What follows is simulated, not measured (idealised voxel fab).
The process module presented herein is designated voxel released beams.
250 nm wide, 5 nm square cells: that's cross-section cut.
Just so we're on the same page, the cross-sections are grids of square cells, and they're listed out in bands top to bottom, each band one or more rows deep. Band: top height; bottom height; in nm. Then, left to right: material with width in nm, for each material. "edge to edge": a single material spanning edge to edge. "blank": empty space. Height 0 is the level under which the wafer as received is all one material. The lowest band goes on downwards, as in "z 0 and below". Width "30->40": first value at the band's top row of cells, second value at its bottom row, equal change from row to row. Key: "no modifications" - step with no changed cell in the cross-section. "Enclosed void list" means: voids of 8 cells or more that are shut off from the top with no open way through. Written width x height at distance, distance from the left edge, in nm. On each step's line, the part that comes after the settings is the simulator's own comment on the step. overlay nm: mask offset rightward from planned place, masked step; negative means leftward offset.
### This section lists the process steps that were planned
1,RECEIVE [material Si]
2,CONFORMAL_DEP [material SiN] [thk nm 5]
3,DIRECTIONAL_DEP [material SiO2] [thk nm 10]
4,MASKED_ETCH [tone open] [mask id ANCHOR] [width nm 40] [etch materials SiO2] [depth nm 10] [overlay nm 0]
5,CONFORMAL_DEP [material polySi] [thk nm 15]
6,DIRECTIONAL_DEP [material aC] [thk nm 10]
7,PATTERN [tone cover] [mask id BEAM] [material resist] [width nm 115] [thk nm 25] [overlay nm 0]
8,DIRECTIONAL_ETCH [etch materials aC] [depth nm 10]
9,STRIP [etch materials resist]
10,DIRECTIONAL_ETCH [etch materials polySi] [depth nm 15]
11,STRIP [etch materials aC]
12,STRIP [etch materials SiO2]
### As-received wafer cross-section (after step 1)
z 0 and below | Si edge to edge
Enclosed void list: none
### Wafer cross-section at module end: first of two, run to plan
z 30 to 20 | 65 of blank, then 20 of polySi, then 10 of blank, then 85 of polySi, then 70 of blank
z 20 to 15 | 65 of blank, then 115 of polySi, then 70 of blank
z 15 to 5 | 70 of blank, then 40 of polySi, then 140 of blank
z 5 to 0 | SiN edge to edge
z 0 and below | Si edge to edge
Enclosed void list: none
### Wafer two, sectioned after the module: the first wafer's start, the first wafer's plan, and one mistake in how it was run
z 30 to 20 | 65 of blank, then 60 of polySi, then 125 of blank
z 20 to 15 | 65 of blank, then 115 of polySi, then 70 of blank
z 15 to 5 | 55 of blank, then 15 of polySi, then 40 of SiO2, then 70 of polySi, then 70 of blank
z 5 to 0 | SiN edge to edge
z 0 and below | Si edge to edge
Enclosed void list: none
Processing error: step 4 ran differently from the plan; actual operation with settings: MASKED_ETCH [tone cover] [mask id ANCHOR] [width nm 40] [etch materials SiO2] [depth nm 10] [overlay nm 0]
The final cell counts differ between the wafers, with the second having more or fewer of some materials than the first: +16 SiO2
